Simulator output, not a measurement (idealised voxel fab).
This section sets out a process module, namely voxel transistor to metal.
It is cross-section cut that appears here, measuring 205 nm in width, its square cells being 5 nm in size.
Throughout this document, each cross-section is represented as a grid of square cells and is presented as a sequence of bands enumerated from the top downward, where a band comprises one or more rows of cells. Band: top height; bottom height; in nm. Then, left to right: material with width in nm, for each material. "full width": a single material spanning edge to edge. "empty": empty space. The reference from which all heights are counted is 0, the level beneath which the as-received wafer is entirely one material; the lowest band, having no lower bound, proceeds downward and is written after the example "0 and below". Width: "30 to 40" (first number = top row, second number = bottom row, same change from row to row of cells). "remains unaltered" after a step means that no cell of the cross-section changed. Any empty space of 8 cells or more lacking an open way to the top shows up in "Non-vented voids" as width x height at distance, distance from the left edge, in nm. Post-settings text on a step line: simulator's own remark regarding the step. overlay nm: on a step with a mask, how far right of its planned place the mask lay; negative means left.
### Intended process steps
1) RECEIVE [material Si]
2) CONFORMAL_DEP [material SiO2] [thk nm 5]
3) CONFORMAL_DEP [material SiN] [thk nm 10]
4) DIRECTIONAL_DEP [material aC] [thk nm 10]
5) PATTERN [tone cover] [mask id ACTIVE] [material resist] [width nm 135] [thk nm 30] [overlay nm 0]
6) DIRECTIONAL_ETCH [etch materials aC] [depth nm 10]
7) STRIP [etch materials resist]
8) DIRECTIONAL_ETCH [etch materials SiN] [depth nm 10]
9) DIRECTIONAL_ETCH [etch materials SiO2] [depth nm 5]
10) DIRECTIONAL_ETCH [etch materials Si] [depth nm 30]
11) STRIP [etch materials aC]
12) FILL_DEP [material SiO2] [thk nm 15]
13) CMP [height nm 15]
14) SELECTIVE_ETCH [etch materials SiO2] [depth nm 10]
15) STRIP [etch materials SiN]
16) SELECTIVE_ETCH [etch materials SiO2] [depth nm 5]
17) OXIDIZE [depth nm 5]
18) DIRECTIONAL_DEP [material polySi] [thk nm 25]
19) DIRECTIONAL_DEP [material SiCN] [thk nm 15]
20) MASKED_ETCH [tone cover] [mask id GATE] [width nm 35] [etch materials SiCN] [depth nm 25] [overlay nm 0]
21) MASKED_ETCH [tone cover] [mask id GATE] [width nm 35] [etch materials polySi] [depth nm 35] [overlay nm 0]
22) CONFORMAL_DEP [material SiN] [thk nm 10]
23) DIRECTIONAL_ETCH [etch materials SiN] [depth nm 10]
24) DIRECTIONAL_ETCH [etch materials SiO2] [depth nm 5]
25) DIRECTIONAL_ETCH [etch materials Si] [depth nm 5]
26) EPI [material SiGe] [thk nm 5]
27) FILL_DEP [material SiO2] [thk nm 5]
28) CMP [height nm 25]
29) STRIP [etch materials polySi]
30) SELECTIVE_ETCH [etch materials SiO2] [depth nm 5]
31) CONFORMAL_DEP [material HfO2] [thk nm 5]
32) CONFORMAL_DEP [material TiN] [thk nm 5]
33) FILL_DEP [material W] [thk nm 10]
34) CMP [height nm 20]
35) DIRECTIONAL_DEP [material SiO2] [thk nm 15]
36) PATTERN [tone open] [mask id CONTACT] [material resist] [width nm 20] [pitch nm 95] [thk nm 20] [overlay nm 0]
37) DIRECTIONAL_ETCH [etch materials SiO2] [depth nm 40]
38) STRIP [etch materials resist]
39) CONFORMAL_DEP [material TiN] [thk nm 5]
40) FILL_DEP [material W] [thk nm 5]
41) CMP [height nm 35]
42) DIRECTIONAL_DEP [material TiN] [thk nm 5]
43) DIRECTIONAL_DEP [material W] [thk nm 25]
44) DIRECTIONAL_DEP [material aC] [thk nm 15]
45) PATTERN [tone cover] [mask id METAL_1] [material resist] [width nm 20] [pitch nm 95] [thk nm 30] [overlay nm 0]
46) DIRECTIONAL_ETCH [etch materials aC] [depth nm 15]
47) STRIP [etch materials resist]
48) DIRECTIONAL_ETCH [etch materials W] [depth nm 25]
49) DIRECTIONAL_ETCH [etch materials TiN] [depth nm 5]
50) STRIP [etch materials aC]
51) CONFORMAL_DEP [material SiN] [thk nm 5]
52) FILL_DEP [material lowk] [thk nm 10]
53) CMP [height nm 65]
54) CONFORMAL_DEP [material SiCN] [thk nm 5]
### Cross-section of the incoming wafer, state after step 1
> 0 and below | Si full width
> Non-vented voids: none
### End-of-module XS, first of two wafers, run as planned
> 70 down to 65 | SiCN full width
> 65 down to 40 | lowk=40  SiN=5  W=20  SiN=5  lowk=65  SiN=5  W=20  SiN=5  lowk=40
> 40 down to 35 | SiN=45  TiN=20  SiN=75  TiN=20  SiN=45
> 35 down to 20 | SiO2=45  TiN=5  W=10  TiN=5  SiO2=75  TiN=5  W=10  TiN=5  SiO2=45
> 20 down to 5 | SiO2=45  TiN=5  W=10  TiN=5  SiO2=10  SiN=10  HfO2=5  TiN=5  W=15  TiN=5  HfO2=5  SiN=10  SiO2=10  TiN=5  W=10  TiN=5  SiO2=45
> 5 down to 0 | SiO2=45  TiN=5  W=10  TiN=5  SiO2=10  SiN=10  HfO2=5  TiN=25  HfO2=5  SiN=10  SiO2=10  TiN=5  W=10  TiN=5  SiO2=45
> 0 down to -5 | SiO2=45  TiN=20  SiO2=5  SiGe=5  SiO2=5  HfO2=45  SiO2=5  SiGe=5  SiO2=5  TiN=20  SiO2=45
> -5 down to -10 | SiO2=35  SiGe=40  Si=55  SiGe=40  SiO2=35
> -10 down to -30 | SiO2=35  Si=135  SiO2=35
> -30 and below | Si full width
> Non-vented voids: none
### Here's the second of our two wafers sectioned at module end. Same start as the first, same plan, but one mistake got made running it
> 70 down to 65 | SiCN full width
> 65 down to 40 | lowk=45  SiN=5  W=15  SiN=5  lowk=70  SiN=5  W=15  SiN=5  lowk=40
> 40 down to 35 | SiN=50  TiN=15  SiN=80  TiN=15  SiN=45
> 35 down to 20 | SiO2=45  TiN=5  W=10  TiN=5  SiO2=75  TiN=5  W=10  TiN=5  SiO2=45
> 20 down to 5 | SiO2=45  TiN=5  W=10  TiN=5  SiO2=10  SiN=10  HfO2=5  TiN=5  W=15  TiN=5  HfO2=5  SiN=10  SiO2=10  TiN=5  W=10  TiN=5  SiO2=45
> 5 down to 0 | SiO2=45  TiN=5  W=10  TiN=5  SiO2=10  SiN=10  HfO2=5  TiN=25  HfO2=5  SiN=10  SiO2=10  TiN=5  W=10  TiN=5  SiO2=45
> 0 down to -5 | SiO2=45  TiN=20  SiO2=5  SiGe=5  SiO2=5  HfO2=45  SiO2=5  SiGe=5  SiO2=5  TiN=20  SiO2=45
> -5 down to -10 | SiO2=35  SiGe=40  Si=55  SiGe=40  SiO2=35
> -10 down to -30 | SiO2=35  Si=135  SiO2=35
> -30 and below | Si full width
> Non-vented voids: none
Error vs. plan: so step 45 ended up running with a different setting than we planned, it ran as PATTERN [tone cover] [mask id METAL_1] [material resist] [width nm 15] [pitch nm 95] [thk nm 30] [overlay nm 0]
It is noted that, at the conclusion of processing, the second wafer exhibits a higher or lower cell count for certain materials relative to the first: SiN: 2 more, TiN: 2 fewer, W: 10 fewer, lowk: 10 more
